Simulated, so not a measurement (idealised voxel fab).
A process module follows: voxel tone inversion.
This is section cut - it's 165 nm across, gridded in 5 nm square cells.
Just so we're on the same page, the cross-sections are grids of square cells, and they're listed out in bands top to bottom, each band one or more rows deep.
A band entry consists of two parts. The first gives the height of the band's top and the height of its bottom, in nm. The rest lists the band's materials from left to right, each with its width in nm. A single material labelled with the word "all across" fills the band from edge to edge, and the word "air" marks empty space.
Ref level 0: as-received wafer is one material below here. Bottom band extends down with no lower bound ("top 0, no bottom").
Width spec "30->40" -> top row of cells at first value, bottom row at second value, equal per-row change in between.
For the purposes of this document, the phrase "all unchanged" attached to a step denotes that no cell within the cross-section was modified by that step.
Reported under the label "Sealed-off cavities" are the empty spaces having no open way to the top and comprising 8 cells or more; the notation for each is width x height at distance, in which the distance is measured from the left edge and all three values are in nm.
Read whatever lies past the settings on a step's line as the simulator's own remark about the step.
The optional step-line setting "overlay nm" applies to steps with a mask and quantifies how far to the right of its planned location the mask lay, a negative value indicating leftward placement.

# So here's the lineup of process steps we planned
1. RECEIVE, material Si
2. CONFORMAL_DEP, material SiN, thk nm 5
3. DIRECTIONAL_DEP, material polySi, thk nm 20
4. PATTERN, tone cover, mask id POSTS, material resist, width nm 20, pitch nm 35, thk nm 25, overlay nm 0
5. DIRECTIONAL_ETCH, etch materials polySi, depth nm 20
6. STRIP, etch materials resist
7. FILL_DEP, material lowk, thk nm 10
8. CMP, height nm 25
9. STRIP, etch materials polySi

# Cross-section of the wafer at receipt, which is the condition after step 1
top 0, no bottom | Si all across
Sealed-off cavities: none

# Below is the wafer in cross-section after the module was completed. It began from the starting point shown above and followed the plan shown above, except that one mistake was made while running it
top 15, bottom 5 | lowk=20, then air=20, then lowk=15, then air=20, then lowk=15, then air=20, then lowk=15, then air=20, then lowk=20
top 5, bottom 0 | SiN all across
top 0, no bottom | Si all across
Sealed-off cavities: none
Run error: the process deviated at step 8: the operation and settings actually run there were CMP, height nm 15
